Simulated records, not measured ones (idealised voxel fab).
The process module presented herein is designated voxel gate over fins.
Cross-section cut: width 275 nm, square cells of 5 nm.
Cross-section layout: square cells on a grid; listed as bands, top to bottom; a band spans one or more cell rows. Each band's line starts with the height of the band's top and of its bottom, in nm. Then come its materials from left to right, each with its width in nm. One material with "throughout" fills the band from edge to edge. "empty" is empty space. Heights from 0 (as-received wafer is one material below). Bottom band endless downward, as "z 0 and below". The two numbers in a width such as "30 to 40" mark its ends across the band: the first belongs to the top row of cells, the second to the bottom row, and from each row to the next the width moves by the same amount. The designation "nothing altered", where it is given for a processing step, indicates that no cell of the cross-section was altered in the course of that step. "Enclosed cavities" specifies each empty space that is not open to the top and that occupies no fewer than 8 cells, using the form width x height at distance, the distance measured from the left edge and all three quantities in nm. Whatever follows a step's settings on its line is a remark the simulator itself makes about that step. Steps that use a mask can have "overlay nm" on their line. It says how far the mask sat to the right of where it was meant to be. Negative means to the left. Each pair below shows a cross-section before one step and the cross-section after it, down to the lowest band that changed. The line under each pair gives the step between them, with its settings. The pairs can come from different runs of this module on the same starting wafer, so a pair continues from the pair above only where its "Preceding state" says so.

Preceding state
> z 0 and below  Si throughout
> Enclosed cavities: none

Result of Step
> z 10 to 0  SiN throughout
> Unchanged below 0.
> Enclosed cavities: none
Processing between the before and after sections above: CONFORMAL_DEP,material SiN,thk nm 10

Preceding state: after-step cross-section of the pair just above applies.

Result of Step
> z 20 to 10  aC throughout
> Unchanged below 10.
> Enclosed cavities: none
Processing between the before and after sections above: DIRECTIONAL_DEP,material aC,thk nm 10

Preceding state: after-step cross-section of the pair just above applies.

Result of Step
> z 50 to 20  75 nm empty, then 15 nm resist, then 40 nm empty, then 15 nm resist, then 40 nm empty, then 15 nm resist, then 75 nm empty
> Unchanged below 20.
> Enclosed cavities: none
Processing between the before and after sections above: PATTERN,tone cover,mask id FINS,material resist,width nm 15,pitch nm 55,thk nm 30,overlay nm 0

Preceding state: after-step cross-section of the pair just above applies.

Result of Step
> z 40 to 20  75 nm empty, then 15 nm resist, then 40 nm empty, then 15 nm resist, then 40 nm empty, then 15 nm resist, then 75 nm empty
> z 20 to 10  75 nm empty, then 15 nm aC, then 40 nm empty, then 15 nm aC, then 40 nm empty, then 15 nm aC, then 75 nm empty
> Unchanged below 10.
> Enclosed cavities: none
Processing between the before and after sections above: DIRECTIONAL_ETCH,etch materials aC,depth nm 10

Preceding state: after-step cross-section of the pair just above applies.

Result of Step
> z 20 to 10  75 nm empty, then 15 nm aC, then 40 nm empty, then 15 nm aC, then 40 nm empty, then 15 nm aC, then 75 nm empty
> Unchanged below 10.
> Enclosed cavities: none
Processing between the before and after sections above: STRIP,etch materials resist

Preceding state: after-step cross-section of the pair just above applies.

Result of Step
> z 20 to 10  75 nm empty, then 15 nm aC, then 40 nm empty, then 15 nm aC, then 40 nm empty, then 15 nm aC, then 75 nm empty
> z 10 to 0  75 nm empty, then 15 nm SiN, then 40 nm empty, then 15 nm SiN, then 40 nm empty, then 15 nm SiN, then 75 nm empty
> Unchanged below 0.
> Enclosed cavities: none
Processing between the before and after sections above: DIRECTIONAL_ETCH,etch materials SiN,depth nm 10

Preceding state: after-step cross-section of the pair just above applies.

Result of Step
> z 20 to 10  75 nm empty, then 15 nm aC, then 40 nm empty, then 15 nm aC, then 40 nm empty, then 15 nm aC, then 75 nm empty
> z 10 to 0  75 nm empty, then 15 nm SiN, then 40 nm empty, then 15 nm SiN, then 40 nm empty, then 15 nm SiN, then 75 nm empty
> z 0 to -40  75 nm empty, then 15 nm Si, then 40 nm empty, then 15 nm Si, then 40 nm empty, then 15 nm Si, then 75 nm empty
> Unchanged below -40.
> Enclosed cavities: none
Processing between the before and after sections above: DIRECTIONAL_ETCH,etch materials Si,depth nm 40

Preceding state: after-step cross-section of the pair just above applies.

Result of Step
> z 10 to 0  75 nm empty, then 15 nm SiN, then 40 nm empty, then 15 nm SiN, then 40 nm empty, then 15 nm SiN, then 75 nm empty
> Unchanged below 0.
> Enclosed cavities: none
Processing between the before and after sections above: STRIP,etch materials aC

Preceding state: after-step cross-section of the pair just above applies.

Result of Step
> z 20 to 10  SiO2 throughout
> z 10 to 0  75 nm SiO2, then 15 nm SiN, then 40 nm SiO2, then 15 nm SiN, then 40 nm SiO2, then 15 nm SiN, then 75 nm SiO2
> z 0 to -40  75 nm SiO2, then 15 nm Si, then 40 nm SiO2, then 15 nm Si, then 40 nm SiO2, then 15 nm Si, then 75 nm SiO2
> Unchanged below -40.
> Enclosed cavities: none
Processing between the before and after sections above: FILL_DEP,material SiO2,thk nm 10

Preceding state: after-step cross-section of the pair just above applies.

Result of Step
> z 10 to 0  75 nm SiO2, then 15 nm SiN, then 40 nm SiO2, then 15 nm SiN, then 40 nm SiO2, then 15 nm SiN, then 75 nm SiO2
> Unchanged below 0.
> Enclosed cavities: none
Processing between the before and after sections above: CMP,height nm 10

Preceding state: after-step cross-section of the pair just above applies.

Result of Step
> z 30 to 10  100 nm resist, then 15 nm empty, then 160 nm resist
> Unchanged below 10.
> Enclosed cavities: none
Processing between the before and after sections above: PATTERN,tone open,mask id RAIL,material resist,width nm 15,thk nm 20,overlay nm 0

Preceding state: after-step cross-section of the pair just above applies.

Result of Step
> z 30 to 10  100 nm resist, then 15 nm empty, then 160 nm resist
> z 10 to 0  75 nm SiO2, then 15 nm SiN, then 10 nm SiO2, then 15 nm empty, then 15 nm SiO2, then 15 nm SiN, then 40 nm SiO2, then 15 nm SiN, then 75 nm SiO2
> z 0 to -35  75 nm SiO2, then 15 nm Si, then 10 nm SiO2, then 15 nm empty, then 15 nm SiO2, then 15 nm Si, then 40 nm SiO2, then 15 nm Si, then 75 nm SiO2
> Unchanged below -35.
> Enclosed cavities: none
Processing between the before and after sections above: DIRECTIONAL_ETCH,etch materials SiO2,depth nm 45

Preceding state: after-step cross-section of the pair just above applies.

Result of Step
> z 10 to 0  75 nm SiO2, then 15 nm SiN, then 10 nm SiO2, then 15 nm empty, then 15 nm SiO2, then 15 nm SiN, then 40 nm SiO2, then 15 nm SiN, then 75 nm SiO2
> Unchanged below 0.
> Enclosed cavities: none
Processing between the before and after sections above: STRIP,etch materials resist

Preceding state: after-step cross-section of the pair just above applies.

Result of Step
> z 15 to 10  105 nm TiN, then 5 nm empty, then 165 nm TiN
> z 10 to 0  75 nm SiO2, then 15 nm SiN, then 10 nm SiO2, then 5 nm TiN, then 5 nm empty, then 5 nm TiN, then 15 nm SiO2, then 15 nm SiN, then 40 nm SiO2, then 15 nm SiN, then 75 nm SiO2
> z 0 to -30  75 nm SiO2, then 15 nm Si, then 10 nm SiO2, then 5 nm TiN, then 5 nm empty, then 5 nm TiN, then 15 nm SiO2, then 15 nm Si, then 40 nm SiO2, then 15 nm Si, then 75 nm SiO2
> z -30 to -35  75 nm SiO2, then 15 nm Si, then 10 nm SiO2, then 15 nm TiN, then 15 nm SiO2, then 15 nm Si, then 40 nm SiO2, then 15 nm Si, then 75 nm SiO2
> Unchanged below -35.
> Enclosed cavities: none
Processing between the before and after sections above: CONFORMAL_DEP,material TiN,thk nm 5

Preceding state: after-step cross-section of the pair just above applies.

Result of Step
> z 20 to 15  W throughout
> z 15 to 10  105 nm TiN, then 5 nm W, then 165 nm TiN
> z 10 to 0  75 nm SiO2, then 15 nm SiN, then 10 nm SiO2, then 5 nm TiN, then 5 nm W, then 5 nm TiN, then 15 nm SiO2, then 15 nm SiN, then 40 nm SiO2, then 15 nm SiN, then 75 nm SiO2
> z 0 to -30  75 nm SiO2, then 15 nm Si, then 10 nm SiO2, then 5 nm TiN, then 5 nm W, then 5 nm TiN, then 15 nm SiO2, then 15 nm Si, then 40 nm SiO2, then 15 nm Si, then 75 nm SiO2
> Unchanged below -30.
> Enclosed cavities: none
Processing between the before and after sections above: FILL_DEP,material W,thk nm 5

Preceding state: after-step cross-section of the pair just above applies.

Result of Step
> z 10 to 0  75 nm SiO2, then 15 nm SiN, then 10 nm SiO2, then 5 nm TiN, then 5 nm W, then 5 nm TiN, then 15 nm SiO2, then 15 nm SiN, then 40 nm SiO2, then 15 nm SiN, then 75 nm SiO2
> Unchanged below 0.
> Enclosed cavities: none
Processing between the before and after sections above: CMP,height nm 10

Preceding state: after-step cross-section of the pair just above applies.

Result of Step
> z 10 to 0  75 nm SiO2, then 15 nm SiN, then 10 nm SiO2, then 15 nm empty, then 15 nm SiO2, then 15 nm SiN, then 40 nm SiO2, then 15 nm SiN, then 75 nm SiO2
> z 0 to -20  75 nm SiO2, then 15 nm Si, then 10 nm SiO2, then 15 nm empty, then 15 nm SiO2, then 15 nm Si, then 40 nm SiO2, then 15 nm Si, then 75 nm SiO2
> Unchanged below -20.
> Enclosed cavities: none
Processing between the before and after sections above: SELECTIVE_ETCH,etch materials W Ru TiN,depth nm 30

Preceding state: after-step cross-section of the pair just above applies.

Result of Step
> z 15 to 10  SiO2 throughout
> z 10 to 0  75 nm SiO2, then 15 nm SiN, then 40 nm SiO2, then 15 nm SiN, then 40 nm SiO2, then 15 nm SiN, then 75 nm SiO2
> z 0 to -20  75 nm SiO2, then 15 nm Si, then 40 nm SiO2, then 15 nm Si, then 40 nm SiO2, then 15 nm Si, then 75 nm SiO2
> Unchanged below -20.
> Enclosed cavities: none
Processing between the before and after sections above: FILL_DEP,material SiO2,thk nm 5

Preceding state: after-step cross-section of the pair just above applies.

Result of Step
> z 10 to 0  75 nm SiO2, then 15 nm SiN, then 40 nm SiO2, then 15 nm SiN, then 40 nm SiO2, then 15 nm SiN, then 75 nm SiO2
> Unchanged below 0.
> Enclosed cavities: none
Processing between the before and after sections above: CMP,height nm 10

Preceding state: after-step cross-section of the pair just above applies.

Result of Step
> z 10 to 0  75 nm empty, then 15 nm SiN, then 40 nm empty, then 15 nm SiN, then 40 nm empty, then 15 nm SiN, then 75 nm empty
> z 0 to -15  75 nm empty, then 15 nm Si, then 40 nm empty, then 15 nm Si, then 40 nm empty, then 15 nm Si, then 75 nm empty
> Unchanged below -15.
> Enclosed cavities: none
Processing between the before and after sections above: SELECTIVE_ETCH,etch materials SiO2,depth nm 25

Preceding state: after-step cross-section of the pair just above applies.

Result of Step
> z 0 to -15  75 nm empty, then 15 nm Si, then 40 nm empty, then 15 nm Si, then 40 nm empty, then 15 nm Si, then 75 nm empty
> Unchanged below -15.
> Enclosed cavities: none
Processing between the before and after sections above: STRIP,etch materials SiN

Preceding state: after-step cross-section of the pair just above applies.

Result of Step
> z 5 to 0  70 nm empty, then 25 nm HfO2, then 30 nm empty, then 25 nm HfO2, then 30 nm empty, then 25 nm HfO2, then 70 nm empty
> z 0 to -10  70 nm empty, then 5 nm HfO2, then 15 nm Si, then 5 nm HfO2, then 30 nm empty, then 5 nm HfO2, then 15 nm Si, then 5 nm HfO2, then 30 nm empty, then 5 nm HfO2, then 15 nm Si, then 5 nm HfO2, then 70 nm empty
> z -10 to -15  75 nm HfO2, then 15 nm Si, then 40 nm HfO2, then 15 nm Si, then 40 nm HfO2, then 15 nm Si, then 75 nm HfO2
> Unchanged below -15.
> Enclosed cavities: none
Processing between the before and after sections above: CONFORMAL_DEP,material HfO2,thk nm 5

Preceding state: after-step cross-section of the pair just above applies.

Result of Step
> z 10 to 5  65 nm empty, then 35 nm TiN, then 20 nm empty, then 35 nm TiN, then 20 nm empty, then 35 nm TiN, then 65 nm empty
> z 5 to 0  65 nm empty, then 5 nm TiN, then 25 nm HfO2, then 5 nm TiN, then 20 nm empty, then 5 nm TiN, then 25 nm HfO2, then 5 nm TiN, then 20 nm empty, then 5 nm TiN, then 25 nm HfO2, then 5 nm TiN, then 65 nm empty
> z 0 to -5  65 nm empty, then 5 nm TiN, then 5 nm HfO2, then 15 nm Si, then 5 nm HfO2, then 5 nm TiN, then 20 nm empty, then 5 nm TiN, then 5 nm HfO2, then 15 nm Si, then 5 nm HfO2, then 5 nm TiN, then 20 nm empty, then 5 nm TiN, then 5 nm HfO2, then 15 nm Si, then 5 nm HfO2, then 5 nm TiN, then 65 nm empty
> z -5 to -10  70 nm TiN, then 5 nm HfO2, then 15 nm Si, then 5 nm HfO2, then 30 nm TiN, then 5 nm HfO2, then 15 nm Si, then 5 nm HfO2, then 30 nm TiN, then 5 nm HfO2, then 15 nm Si, then 5 nm HfO2, then 70 nm TiN
> Unchanged below -10.
> Enclosed cavities: none
Processing between the before and after sections above: CONFORMAL_DEP,material TiN,thk nm 5

Preceding state: after-step cross-section of the pair just above applies.

Result of Step
> z 25 to 10  W throughout
> z 10 to 5  65 nm W, then 35 nm TiN, then 20 nm W, then 35 nm TiN, then 20 nm W, then 35 nm TiN, then 65 nm W
> z 5 to 0  65 nm W, then 5 nm TiN, then 25 nm HfO2, then 5 nm TiN, then 20 nm W, then 5 nm TiN, then 25 nm HfO2, then 5 nm TiN, then 20 nm W, then 5 nm TiN, then 25 nm HfO2, then 5 nm TiN, then 65 nm W
> z 0 to -5  65 nm W, then 5 nm TiN, then 5 nm HfO2, then 15 nm Si, then 5 nm HfO2, then 5 nm TiN, then 20 nm W, then 5 nm TiN, then 5 nm HfO2, then 15 nm Si, then 5 nm HfO2, then 5 nm TiN, then 20 nm W, then 5 nm TiN, then 5 nm HfO2, then 15 nm Si, then 5 nm HfO2, then 5 nm TiN, then 65 nm W
> Unchanged below -5.
> Enclosed cavities: none
Processing between the before and after sections above: FILL_DEP,material W,thk nm 15

Preceding state: after-step cross-section of the pair just above applies.

Result of Step
> z 20 to 10  W throughout
> Unchanged below 10.
> Enclosed cavities: none
Processing between the before and after sections above: CMP,height nm 20

Preceding state: after-step cross-section of the pair just above applies.

Result of Step
> z 25 to 20  SiCN throughout
> Unchanged below 20.
> Enclosed cavities: none
Processing between the before and after sections above: CONFORMAL_DEP,material SiCN,thk nm 5

Preceding state
> z 0 to -15  75 nm empty, then 15 nm Si, then 40 nm empty, then 15 nm Si, then 40 nm empty, then 15 nm Si, then 75 nm empty
> z -15 to -20  75 nm SiO2, then 15 nm Si, then 40 nm SiO2, then 15 nm Si, then 40 nm SiO2, then 15 nm Si, then 75 nm SiO2
> z -20 to -30  75 nm SiO2, then 15 nm Si, then 10 nm SiO2, then 5 nm TiN, then 5 nm W, then 5 nm TiN, then 15 nm SiO2, then 15 nm Si, then 40 nm SiO2, then 15 nm Si, then 75 nm SiO2
> z -30 to -35  75 nm SiO2, then 15 nm Si, then 10 nm SiO2, then 15 nm TiN, then 15 nm SiO2, then 15 nm Si, then 40 nm SiO2, then 15 nm Si, then 75 nm SiO2
> z -35 to -40  75 nm SiO2, then 15 nm Si, then 40 nm SiO2, then 15 nm Si, then 40 nm SiO2, then 15 nm Si, then 75 nm SiO2
> z -40 and below  Si throughout
> Enclosed cavities: none

Result of Step
> z 5 to 0  70 nm empty, then 25 nm TiN, then 30 nm empty, then 25 nm TiN, then 30 nm empty, then 25 nm TiN, then 70 nm empty
> z 0 to -10  70 nm empty, then 5 nm TiN, then 15 nm Si, then 5 nm TiN, then 30 nm empty, then 5 nm TiN, then 15 nm Si, then 5 nm TiN, then 30 nm empty, then 5 nm TiN, then 15 nm Si, then 5 nm TiN, then 70 nm empty
> z -10 to -15  75 nm TiN, then 15 nm Si, then 40 nm TiN, then 15 nm Si, then 40 nm TiN, then 15 nm Si, then 75 nm TiN
> Unchanged below -15.
> Enclosed cavities: none
Processing between the before and after sections above: CONFORMAL_DEP,material TiN,thk nm 5

Preceding state: after-step cross-section of the pair just above applies.

Result of Step
> z 20 to 5  W throughout
> z 5 to 0  70 nm W, then 25 nm TiN, then 30 nm W, then 25 nm TiN, then 30 nm W, then 25 nm TiN, then 70 nm W
> z 0 to -10  70 nm W, then 5 nm TiN, then 15 nm Si, then 5 nm TiN, then 30 nm W, then 5 nm TiN, then 15 nm Si, then 5 nm TiN, then 30 nm W, then 5 nm TiN, then 15 nm Si, then 5 nm TiN, then 70 nm W
> Unchanged below -10.
> Enclosed cavities: none
Processing between the before and after sections above: FILL_DEP,material W,thk nm 15

Preceding state: after-step cross-section of the pair just above applies.

Result of Step
> z 25 to 20  SiCN throughout
> Unchanged below 20.
> Enclosed cavities: none
Processing between the before and after sections above: CONFORMAL_DEP,material SiCN,thk nm 5

Preceding state
> z 10 to 0  75 nm empty, then 15 nm SiN, then 40 nm empty, then 15 nm SiN, then 40 nm empty, then 15 nm SiN, then 75 nm empty
> z 0 to -15  75 nm empty, then 15 nm Si, then 40 nm empty, then 15 nm Si, then 40 nm empty, then 15 nm Si, then 75 nm empty
> z -15 to -20  75 nm SiO2, then 15 nm Si, then 40 nm SiO2, then 15 nm Si, then 40 nm SiO2, then 15 nm Si, then 75 nm SiO2
> z -20 to -30  75 nm SiO2, then 15 nm Si, then 10 nm SiO2, then 5 nm TiN, then 5 nm W, then 5 nm TiN, then 15 nm SiO2, then 15 nm Si, then 40 nm SiO2, then 15 nm Si, then 75 nm SiO2
> z -30 to -35  75 nm SiO2, then 15 nm Si, then 10 nm SiO2, then 15 nm TiN, then 15 nm SiO2, then 15 nm Si, then 40 nm SiO2, then 15 nm Si, then 75 nm SiO2
> z -35 to -40  75 nm SiO2, then 15 nm Si, then 40 nm SiO2, then 15 nm Si, then 40 nm SiO2, then 15 nm Si, then 75 nm SiO2
> z -40 and below  Si throughout
> Enclosed cavities: none

Result of Step
> z 10 to 0  75 nm empty, then 15 nm SiN, then 40 nm empty, then 15 nm SiN, then 40 nm empty, then 15 nm SiN, then 75 nm empty
> z 0 to -20  75 nm empty, then 15 nm Si, then 40 nm empty, then 15 nm Si, then 40 nm empty, then 15 nm Si, then 75 nm empty
> z -20 to -30  75 nm empty, then 15 nm Si, then 10 nm empty, then 5 nm TiN, then 5 nm W, then 5 nm TiN, then 15 nm empty, then 15 nm Si, then 40 nm empty, then 15 nm Si, then 75 nm empty
> z -30 to -35  75 nm empty, then 15 nm Si, then 10 nm empty, then 15 nm TiN, then 15 nm empty, then 15 nm Si, then 40 nm empty, then 15 nm Si, then 75 nm empty
> z -35 to -40  75 nm empty, then 15 nm Si, then 15 nm empty, then 5 nm SiO2, then 20 nm empty, then 15 nm Si, then 40 nm empty, then 15 nm Si, then 75 nm empty
> Unchanged below -40.
> Enclosed cavities: none
Processing between the before and after sections above: SELECTIVE_ETCH,etch materials SiO2,depth nm 25

Preceding state: after-step cross-section of the pair just above applies.

Result of Step
> z 0 to -20  75 nm empty, then 15 nm Si, then 40 nm empty, then 15 nm Si, then 40 nm empty, then 15 nm Si, then 75 nm empty
> Unchanged below -20.
> Enclosed cavities: none
Processing between the before and after sections above: STRIP,etch materials SiN

Preceding state: after-step cross-section of the pair just above applies.

Result of Step
> z 5 to 0  70 nm empty, then 25 nm HfO2, then 30 nm empty, then 25 nm HfO2, then 30 nm empty, then 25 nm HfO2, then 70 nm empty
> z 0 to -15  70 nm empty, then 5 nm HfO2, then 15 nm Si, then 5 nm HfO2, then 30 nm empty, then 5 nm HfO2, then 15 nm Si, then 5 nm HfO2, then 30 nm empty, then 5 nm HfO2, then 15 nm Si, then 5 nm HfO2, then 70 nm empty
> z -15 to -20  70 nm empty, then 5 nm HfO2, then 15 nm Si, then 30 nm HfO2, then 5 nm empty, then 5 nm HfO2, then 15 nm Si, then 5 nm HfO2, then 30 nm empty, then 5 nm HfO2, then 15 nm Si, then 5 nm HfO2, then 70 nm empty
> z -20 to -30  70 nm empty, then 5 nm HfO2, then 15 nm Si, then 10 nm HfO2, then 5 nm TiN, then 5 nm W, then 5 nm TiN, then 5 nm HfO2, then 5 nm empty, then 5 nm HfO2, then 15 nm Si, then 5 nm HfO2, then 30 nm empty, then 5 nm HfO2, then 15 nm Si, then 5 nm HfO2, then 70 nm empty
> z -30 to -35  70 nm empty, then 5 nm HfO2, then 15 nm Si, then 10 nm HfO2, then 15 nm TiN, then 5 nm HfO2, then 5 nm empty, then 5 nm HfO2, then 15 nm Si, then 5 nm HfO2, then 30 nm empty, then 5 nm HfO2, then 15 nm Si, then 5 nm HfO2, then 70 nm empty
> z -35 to -40  75 nm HfO2, then 15 nm Si, then 15 nm HfO2, then 5 nm SiO2, then 20 nm HfO2, then 15 nm Si, then 40 nm HfO2, then 15 nm Si, then 75 nm HfO2
> Unchanged below -40.
> Enclosed cavities: none
Processing between the before and after sections above: CONFORMAL_DEP,material HfO2,thk nm 5

Preceding state: after-step cross-section of the pair just above applies.

Result of Step
> z 10 to 5  65 nm empty, then 35 nm TiN, then 20 nm empty, then 35 nm TiN, then 20 nm empty, then 35 nm TiN, then 65 nm empty
> z 5 to 0  65 nm empty, then 5 nm TiN, then 25 nm HfO2, then 5 nm TiN, then 20 nm empty, then 5 nm TiN, then 25 nm HfO2, then 5 nm TiN, then 20 nm empty, then 5 nm TiN, then 25 nm HfO2, then 5 nm TiN, then 65 nm empty
> z 0 to -10  65 nm empty, then 5 nm TiN, then 5 nm HfO2, then 15 nm Si, then 5 nm HfO2, then 5 nm TiN, then 20 nm empty, then 5 nm TiN, then 5 nm HfO2, then 15 nm Si, then 5 nm HfO2, then 5 nm TiN, then 20 nm empty, then 5 nm TiN, then 5 nm HfO2, then 15 nm Si, then 5 nm HfO2, then 5 nm TiN, then 65 nm empty
> z -10 to -20  65 nm empty, then 5 nm TiN, then 5 nm HfO2, then 15 nm Si, then 5 to 30 nm HfO2, then 30 to 5 nm TiN, then 5 nm HfO2, then 15 nm Si, then 5 nm HfO2, then 5 nm TiN, then 20 nm empty, then 5 nm TiN, then 5 nm HfO2, then 15 nm Si, then 5 nm HfO2, then 5 nm TiN, then 65 nm empty
> z -20 to -30  65 nm empty, then 5 nm TiN, then 5 nm HfO2, then 15 nm Si, then 10 nm HfO2, then 5 nm TiN, then 5 nm W, then 5 nm TiN, then 5 nm HfO2, then 5 nm TiN, then 5 nm HfO2, then 15 nm Si, then 5 nm HfO2, then 5 nm TiN, then 20 nm empty, then 5 nm TiN, then 5 nm HfO2, then 15 nm Si, then 5 nm HfO2, then 5 nm TiN, then 65 nm empty
> z -30 to -35  70 nm TiN, then 5 nm HfO2, then 15 nm Si, then 10 nm HfO2, then 15 nm TiN, then 5 nm HfO2, then 5 nm TiN, then 5 nm HfO2, then 15 nm Si, then 5 nm HfO2, then 30 nm TiN, then 5 nm HfO2, then 15 nm Si, then 5 nm HfO2, then 70 nm TiN
> Unchanged below -35.
> Enclosed cavities: none
Processing between the before and after sections above: CONFORMAL_DEP,material TiN,thk nm 5

Preceding state: after-step cross-section of the pair just above applies.

Result of Step
> z 25 to 10  W throughout
> z 10 to 5  65 nm W, then 35 nm TiN, then 20 nm W, then 35 nm TiN, then 20 nm W, then 35 nm TiN, then 65 nm W
> z 5 to 0  65 nm W, then 5 nm TiN, then 25 nm HfO2, then 5 nm TiN, then 20 nm W, then 5 nm TiN, then 25 nm HfO2, then 5 nm TiN, then 20 nm W, then 5 nm TiN, then 25 nm HfO2, then 5 nm TiN, then 65 nm W
> z 0 to -10  65 nm W, then 5 nm TiN, then 5 nm HfO2, then 15 nm Si, then 5 nm HfO2, then 5 nm TiN, then 20 nm W, then 5 nm TiN, then 5 nm HfO2, then 15 nm Si, then 5 nm HfO2, then 5 nm TiN, then 20 nm W, then 5 nm TiN, then 5 nm HfO2, then 15 nm Si, then 5 nm HfO2, then 5 nm TiN, then 65 nm W
> z -10 to -20  65 nm W, then 5 nm TiN, then 5 nm HfO2, then 15 nm Si, then 5 to 30 nm HfO2, then 30 to 5 nm TiN, then 5 nm HfO2, then 15 nm Si, then 5 nm HfO2, then 5 nm TiN, then 20 nm W, then 5 nm TiN, then 5 nm HfO2, then 15 nm Si, then 5 nm HfO2, then 5 nm TiN, then 65 nm W
> z -20 to -30  65 nm W, then 5 nm TiN, then 5 nm HfO2, then 15 nm Si, then 10 nm HfO2, then 5 nm TiN, then 5 nm W, then 5 nm TiN, then 5 nm HfO2, then 5 nm TiN, then 5 nm HfO2, then 15 nm Si, then 5 nm HfO2, then 5 nm TiN, then 20 nm W, then 5 nm TiN, then 5 nm HfO2, then 15 nm Si, then 5 nm HfO2, then 5 nm TiN, then 65 nm W
> Unchanged below -30.
> Enclosed cavities: none
Processing between the before and after sections above: FILL_DEP,material W,thk nm 15

Preceding state: after-step cross-section of the pair just above applies.

Result of Step
> z 20 to 10  W throughout
> Unchanged below 10.
> Enclosed cavities: none
Processing between the before and after sections above: CMP,height nm 20

Preceding state: after-step cross-section of the pair just above applies.

Result of Step
> z 25 to 20  SiCN throughout
> Unchanged below 20.
> Enclosed cavities: none
Processing between the before and after sections above: CONFORMAL_DEP,material SiCN,thk nm 5

Preceding state
> z 10 to 0  75 nm SiO2, then 15 nm SiN, then 40 nm SiO2, then 15 nm SiN, then 40 nm SiO2, then 15 nm SiN, then 75 nm SiO2
> z 0 to -20  75 nm SiO2, then 15 nm Si, then 40 nm SiO2, then 15 nm Si, then 40 nm SiO2, then 15 nm Si, then 75 nm SiO2
> z -20 to -30  75 nm SiO2, then 15 nm Si, then 10 nm SiO2, then 5 nm TiN, then 5 nm W, then 5 nm TiN, then 15 nm SiO2, then 15 nm Si, then 40 nm SiO2, then 15 nm Si, then 75 nm SiO2
> z -30 to -35  75 nm SiO2, then 15 nm Si, then 10 nm SiO2, then 15 nm TiN, then 15 nm SiO2, then 15 nm Si, then 40 nm SiO2, then 15 nm Si, then 75 nm SiO2
> z -35 to -40  75 nm SiO2, then 15 nm Si, then 40 nm SiO2, then 15 nm Si, then 40 nm SiO2, then 15 nm Si, then 75 nm SiO2
> z -40 and below  Si throughout
> Enclosed cavities: none

Result of Step
> z 10 to 0  75 nm SiO2, then 15 nm empty, then 40 nm SiO2, then 15 nm empty, then 40 nm SiO2, then 15 nm empty, then 75 nm SiO2
> Unchanged below 0.
> Enclosed cavities: none
Processing between the before and after sections above: STRIP,etch materials SiN

Preceding state: after-step cross-section of the pair just above applies.

Result of Step
> z 0 to -15  75 nm empty, then 15 nm Si, then 40 nm empty, then 15 nm Si, then 40 nm empty, then 15 nm Si, then 75 nm empty
> z -15 to -20  50 nm SiO2, then 25 nm empty, then 15 nm Si, then 40 nm empty, then 15 nm Si, then 40 nm empty, then 15 nm Si, then 25 nm empty, then 50 nm SiO2
> z -20 to -25  50 nm SiO2, then 25 nm empty, then 15 nm Si, then 10 nm empty, then 5 nm TiN, then 5 nm W, then 5 nm TiN, then 15 nm empty, then 15 nm Si, then 40 nm empty, then 15 nm Si, then 25 nm empty, then 50 nm SiO2
> Unchanged below -25.
> Enclosed cavities: none
Processing between the before and after sections above: SELECTIVE_ETCH,etch materials SiO2,depth nm 25

Preceding state: after-step cross-section of the pair just above applies.

Result of Step
> z 5 to 0  70 nm empty, then 25 nm HfO2, then 30 nm empty, then 25 nm HfO2, then 30 nm empty, then 25 nm HfO2, then 70 nm empty
> z 0 to -10  70 nm empty, then 5 nm HfO2, then 15 nm Si, then 5 nm HfO2, then 30 nm empty, then 5 nm HfO2, then 15 nm Si, then 5 nm HfO2, then 30 nm empty, then 5 nm HfO2, then 15 nm Si, then 5 nm HfO2, then 70 nm empty
> z -10 to -15  55 nm HfO2, then 15 nm empty, then 5 nm HfO2, then 15 nm Si, then 5 nm HfO2, then 30 nm empty, then 5 nm HfO2, then 15 nm Si, then 5 nm HfO2, then 30 nm empty, then 5 nm HfO2, then 15 nm Si, then 5 nm HfO2, then 15 nm empty, then 55 nm HfO2
> z -15 to -20  50 nm SiO2, then 5 nm HfO2, then 15 nm empty, then 5 nm HfO2, then 15 nm Si, then 30 nm HfO2, then 5 nm empty, then 5 nm HfO2, then 15 nm Si, then 5 nm HfO2, then 30 nm empty, then 5 nm HfO2, then 15 nm Si, then 5 nm HfO2, then 15 nm empty, then 5 nm HfO2, then 50 nm SiO2
> z -20 to -25  50 nm SiO2, then 25 nm HfO2, then 15 nm Si, then 10 nm HfO2, then 5 nm TiN, then 5 nm W, then 5 nm TiN, then 15 nm HfO2, then 15 nm Si, then 40 nm HfO2, then 15 nm Si, then 25 nm HfO2, then 50 nm SiO2
> Unchanged below -25.
> Enclosed cavities: none
Processing between the before and after sections above: CONFORMAL_DEP,material HfO2,thk nm 5

Preceding state: after-step cross-section of the pair just above applies.

Result of Step
> z 10 to 5  65 nm empty, then 35 nm TiN, then 20 nm empty, then 35 nm TiN, then 20 nm empty, then 35 nm TiN, then 65 nm empty
> z 5 to 0  65 nm empty, then 5 nm TiN, then 25 nm HfO2, then 5 nm TiN, then 20 nm empty, then 5 nm TiN, then 25 nm HfO2, then 5 nm TiN, then 20 nm empty, then 5 nm TiN, then 25 nm HfO2, then 5 nm TiN, then 65 nm empty
> z 0 to -5  65 nm empty, then 5 nm TiN, then 5 nm HfO2, then 15 nm Si, then 5 nm HfO2, then 5 nm TiN, then 20 nm empty, then 5 nm TiN, then 5 nm HfO2, then 15 nm Si, then 5 nm HfO2, then 5 nm TiN, then 20 nm empty, then 5 nm TiN, then 5 nm HfO2, then 15 nm Si, then 5 nm HfO2, then 5 nm TiN, then 65 nm empty
> z -5 to -10  60 nm TiN, then 5 nm empty, then 5 nm TiN, then 5 nm HfO2, then 15 nm Si, then 5 nm HfO2, then 5 nm TiN, then 20 nm empty, then 5 nm TiN, then 5 nm HfO2, then 15 nm Si, then 5 nm HfO2, then 5 nm TiN, then 20 nm empty, then 5 nm TiN, then 5 nm HfO2, then 15 nm Si, then 5 nm HfO2, then 5 nm TiN, then 5 nm empty, then 60 nm TiN
> z -10 to -15  55 nm HfO2, then 5 nm TiN, then 5 nm empty, then 5 nm TiN, then 5 nm HfO2, then 15 nm Si, then 5 nm HfO2, then 30 nm TiN, then 5 nm HfO2, then 15 nm Si, then 5 nm HfO2, then 5 nm TiN, then 20 nm empty, then 5 nm TiN, then 5 nm HfO2, then 15 nm Si, then 5 nm HfO2, then 5 nm TiN, then 5 nm empty, then 5 nm TiN, then 55 nm HfO2
> z -15 to -20  50 nm SiO2, then 5 nm HfO2, then 15 nm TiN, then 5 nm HfO2, then 15 nm Si, then 30 nm HfO2, then 5 nm TiN, then 5 nm HfO2, then 15 nm Si, then 5 nm HfO2, then 30 nm TiN, then 5 nm HfO2, then 15 nm Si, then 5 nm HfO2, then 15 nm TiN, then 5 nm HfO2, then 50 nm SiO2
> Unchanged below -20.
> Enclosed cavities: none
Processing between the before and after sections above: CONFORMAL_DEP,material TiN,thk nm 5
